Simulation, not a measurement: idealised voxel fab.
Process module under the name voxel local oxidation
Cross-section cut spans 170 nm and uses square cells 5 nm in size.
Throughout this document, each cross-section is represented as a grid of square cells and is presented as a sequence of bands enumerated from the top downward, where a band comprises one or more rows of cells. Heights first: top, then bottom, in nm. Then materials, left to right, each with a width in nm. "edge to edge" on a single material: fills the band edge to edge. "blank": empty space. All heights in this document are referenced to 0, defined as the level beneath which the wafer, as received, consists entirely of one material. The lowest band is not bounded below; it extends indefinitely downward and is written in the form "z 0 and below". The notation "30->40" denotes a width that varies across the rows of cells in the band, beginning at the first number in the top row, finishing at the second number in the bottom row, and changing by an identical amount from each row to the next. Step marked "no alterations made"? Then no cell in the cross-section changed in it. In "Closed void list" the enclosed voids are listed, meaning empty spaces of 8 cells or larger without any opening to the top. The form is width x height at distance, distance from the left edge, units nm. If you see something after the settings on a step's line, that's the simulator's own remark about that step. The setting "overlay nm" may be written on the line of a step. When the step uses a mask, the value reports how far to the right of the planned place the mask lay, and a negative value reports that it lay to the left.

Set out below are the planned steps of the process:
1) RECEIVE [material Si]
2) CONFORMAL_DEP [material SiO2] [thk nm 5]
3) CONFORMAL_DEP [material SiN] [thk nm 10]
4) PATTERN [tone cover] [mask id ACTIVE] [material resist] [width nm 95] [thk nm 15] [overlay nm 0]
5) DIRECTIONAL_ETCH [etch materials SiN] [depth nm 10]
6) STRIP [etch materials resist]
7) SELECTIVE_ETCH [etch materials SiO2] [depth nm 5]
8) OXIDIZE [depth nm 15]
9) STRIP [etch materials SiN]

This is the cross-section of the wafer as we received it, i.e. after step 1:
- z 0 and below = Si edge to edge
- Closed void list: none

End state of the module in cross-section, given the above starting point and plan and one mistake in execution:
- z 5 to 0 = blank: 40, then SiO2: 85, then blank: 45
- z 0 to -5 = SiO2: 45, then Si: 75, then SiO2: 50
- z -5 and below = Si edge to edge
- Closed void list: none
Diagnosis: step 8 changed vs plan, executed as OXIDIZE [depth nm 5]
